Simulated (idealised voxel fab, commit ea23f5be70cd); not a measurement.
Title: Process Module voxel spacer lines
The width of the displayed cross-section, cut, is 205 nm; its cells are square, with a size of 5 nm.
We lay out every cross-section as a grid of square cells and spell it out in bands from the top down, where one band means one or more rows of cells.
Band: top height; bottom height; in nm. Then, left to right: material with width in nm, for each material. "all across": a single material spanning edge to edge. "blank": empty space.
Heads up on the height convention: 0 is the point under which the incoming wafer is all one material, and the lowest band has no bottom, it just keeps going down, like "0..down".
The notation "30 to 40" denotes a width that varies across the rows of cells in the band, beginning at the first number in the top row, finishing at the second number in the bottom row, and changing by an identical amount from each row to the next.
You'll sometimes find "nothing changed" written for a step, and that's the way of saying that nowhere in the cross-section did a cell change during that step.
Any empty space of 8 cells or more lacking an open way to the top shows up in "Fully sealed cavities" as width x height at distance, distance from the left edge, in nm.
Anything after a step's settings on that line? It's the simulator's own note about the step.
"overlay nm" answers the question of how far to the right of plan the mask lay on a step that has a mask, and when it is negative the answer is to the left.

[Steps planned for the process]
1: RECEIVE: material Si
2: CONFORMAL_DEP: material Al2O3, thk nm 10
3: DIRECTIONAL_DEP: material SiN, thk nm 20
4: DIRECTIONAL_DEP: material polySi, thk nm 20
5: PATTERN: tone cover, mask id MANDREL, material resist, width nm 20, pitch nm 70, thk nm 30, overlay nm 0
6: DIRECTIONAL_ETCH: etch materials polySi, depth nm 20
7: STRIP: etch materials resist
8: CONFORMAL_DEP: material SiO2, thk nm 15
9: DIRECTIONAL_ETCH: etch materials SiO2, depth nm 15
10: STRIP: etch materials polySi
11: DIRECTIONAL_ETCH: etch materials SiN, depth nm 20
12: STRIP: etch materials SiO2

[Step 1 complete: cross-section of the wafer as received]
  0..down: Si all across
  Fully sealed cavities: none

[The following cross-section depicts the wafer upon conclusion of the module. Processing commenced from the starting condition illustrated above and adhered to the plan illustrated above, save for one mistake in execution]
  30..10: blank (15)  SiN (15)  blank (20)  SiN (15)  blank (20)  SiN (15)  blank (20)  SiN (15)  blank (20)  SiN (15)  blank (20)  SiN (15)
  10..0: Al2O3 all across
  0..down: Si all across
  Fully sealed cavities: none
Where did the run depart from the plan? step 5 was not run as planned; what actually ran was PATTERN: tone cover, mask id MANDREL, material resist, width nm 20, pitch nm 70, thk nm 30, overlay nm 10
